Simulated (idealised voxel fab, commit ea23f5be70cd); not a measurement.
This is a process module. Its name is voxel self aligned contacts.
It is cross-section cut that appears here, measuring 300 nm in width, its square cells being 5 nm in size.
How to read a cross-section here: the picture is a grid of square cells, written as bands going from the top down, and any band can span one or more rows of cells. First you get the band's top height and its bottom height, in nm, and then the materials it's made of, left to right, with each width in nm. If you see a single material with "edge to edge", that one covers the band edge to edge. "empty" is empty space. It should be noted that heights are counted from 0, beneath which the wafer as supplied is of one material throughout, and that the lowest band possesses no lower boundary but continues downward, as written in "0 nm and below". The width entry "30 to 40" should be interpreted row by row: the top row of cells in the band takes the first number, the bottom row takes the second number, and the change between adjacent rows is uniform throughout. Step marked "no change"? Then no cell in the cross-section changed in it. "Closed cavity list" - sealed voids, min. 8 cells, no opening to top; format: width x height at distance (distance from left edge; nm throughout). Step line, after settings: the simulator's comment on this step. Among the settings permitted on a step's line is "overlay nm"; applied to a step with a mask, it specifies the extent to which the mask lay to the right of its planned position, whereas a negative figure signifies a position to the left.

**Process steps foreseen in the plan**
| 1 | RECEIVE [material Si] |
| 2 | OXIDIZE [depth nm 5] |
| 3 | DIRECTIONAL_DEP [material polySi] [thk nm 25] |
| 4 | DIRECTIONAL_DEP [material SiN] [thk nm 25] |
| 5 | PATTERN [tone cover] [mask id GATE] [material resist] [width nm 25] [pitch nm 65] [thk nm 15] [overlay nm -15] |
| 6 | DIRECTIONAL_ETCH [etch materials SiN] [depth nm 25] |
| 7 | DIRECTIONAL_ETCH [etch materials polySi] [depth nm 25] |
| 8 | STRIP [etch materials resist] |
| 9 | CONFORMAL_DEP [material SiN] [thk nm 10] |
| 10 | DIRECTIONAL_ETCH [etch materials SiN] [depth nm 10] |
| 11 | FILL_DEP [material SiO2] [thk nm 15] |
| 12 | CMP [height nm 60] |
| 13 | MASKED_ETCH [tone open] [mask id CONTACT] [width nm 50] [etch materials SiO2] [depth nm 65] [overlay nm 0] |
| 14 | CONFORMAL_DEP [material TiN] [thk nm 5] |
| 15 | FILL_DEP [material Ru] [thk nm 5] |
| 16 | CMP [height nm 60] |
| 17 | CONFORMAL_DEP [material SiCN] [thk nm 5] |
Heads up: all these wafers start the same, and what changes between them is the overlay nm in step 5. The value you see in the plan is just what the first wafer got.

**Cross-section of the first of several received wafers, showing its state after step 1**
    0 nm and below = Si edge to edge
    Closed cavity list: none

**Below: a row per wafer. Contents at end of module: for every material, cells gained since receipt (+) or lost since receipt (-); then closed voids**
overlay nm -15; +30 Ru; -60 Si; +60 SiCN; +130 SiN; +536 SiO2; +34 TiN; +50 polySi; Closed cavity list: none
overlay nm -10; +30 Ru; -60 Si; +60 SiCN; +130 SiN; +536 SiO2; +34 TiN; +50 polySi; Closed cavity list: none
overlay nm -5; +30 Ru; -60 Si; +60 SiCN; +130 SiN; +536 SiO2; +34 TiN; +50 polySi; Closed cavity list: none
overlay nm 0; +30 Ru; -60 Si; +60 SiCN; +130 SiN; +536 SiO2; +34 TiN; +50 polySi; Closed cavity list: none
overlay nm 5; +30 Ru; -60 Si; +60 SiCN; +130 SiN; +536 SiO2; +34 TiN; +50 polySi; Closed cavity list: none
overlay nm 10; +30 Ru; -60 Si; +60 SiCN; +130 SiN; +536 SiO2; +34 TiN; +50 polySi; Closed cavity list: none
overlay nm 15; +30 Ru; -60 Si; +60 SiCN; +130 SiN; +536 SiO2; +34 TiN; +50 polySi; Closed cavity list: none
